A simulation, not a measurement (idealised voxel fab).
Herein follows the process module entitled voxel lift off.
Square cell edge 5 nm, section width 155 nm, ID cut.
Format of a cross-section: grid, square cells. Given as bands. Order: top down. Band: one or more rows of cells.
This entry defines a band. It first specifies the height of the band's top and the height of its bottom in nm, and then specifies the band's materials from left to right, stating each material with its width in nm. The word "all across" identifies a single material that fills the band from edge to edge, while the word "empty" identifies empty space.
Measure heights from 0. That's the level where, below it, the as-received wafer is all one material. The lowest band is bottomless and extends downward; write it as in "from 0 down".
Width: "30 to 40" (first number = top row, second number = bottom row, same change from row to row of cells).
Reading "remained the same" for a step: not a cell of the cross-section changed in it.
Look at "Cavities, sealed" for the closed voids: empty spaces with no open path to the top, sized 8 cells or up. Each is width x height at distance, distance from the left edge, all nm.
The remark found on a step's line after its settings is issued by the simulator itself and pertains to that step.
When a step includes a mask, the "overlay nm" setting on its line states how far to the right of its planned place that mask lay, and negative values state how far to the left.
-- The process steps that were planned are listed below
1) RECEIVE [material Si]
2) CONFORMAL_DEP [material SiN] [thk nm 10]
3) PATTERN [tone open] [mask id LINES] [material resist] [width nm 15] [pitch nm 40] [thk nm 25] [overlay nm 0]
4) DIRECTIONAL_DEP [material Ru] [thk nm 15]
5) STRIP [etch materials resist]
6) CONFORMAL_DEP [material SiO2] [thk nm 5]
-- Cross-section of the wafer as it came to us, i.e., already through step 1
* from 0 down | Si all across
* Cavities, sealed: none
-- Here's the cross-section of the first of our two wafers at the end of the module - it ran as planned
* from 30 to 25 | empty 25 / SiO2 25 / empty 15 / SiO2 25 / empty 15 / SiO2 25 / empty 25
* from 25 to 15 | empty 25 / SiO2 5 / Ru 15 / SiO2 5 / empty 15 / SiO2 5 / Ru 15 / SiO2 5 / empty 15 / SiO2 5 / Ru 15 / SiO2 5 / empty 25
* from 15 to 10 | SiO2 30 / Ru 15 / SiO2 25 / Ru 15 / SiO2 25 / Ru 15 / SiO2 30
* from 10 to 0 | SiN all across
* from 0 down | Si all across
* Cavities, sealed: none
-- Wafer two, sectioned after the module: the first wafer's start, the first wafer's plan, and one mistake in how it was run
* from 30 to 25 | SiO2 35 / empty 5 / SiO2 35 / empty 5 / SiO2 35 / empty 5 / SiO2 35
* from 25 to 15 | Ru 30 / SiO2 5 / empty 5 / SiO2 5 / Ru 25 / SiO2 5 / empty 5 / SiO2 5 / Ru 25 / SiO2 5 / empty 5 / SiO2 5 / Ru 30
* from 15 to 10 | Ru 30 / SiO2 15 / Ru 25 / SiO2 15 / Ru 25 / SiO2 15 / Ru 30
* from 10 to 0 | SiN all across
* from 0 down | Si all across
* Cavities, sealed: none
What was the processing mistake? step 3 deviated from plan and actually ran as PATTERN [tone cover] [mask id LINES] [material resist] [width nm 15] [pitch nm 40] [thk nm 25] [overlay nm 0]
Final wafer comparison in cells, second versus first, more or fewer per material: Ru: 39 more
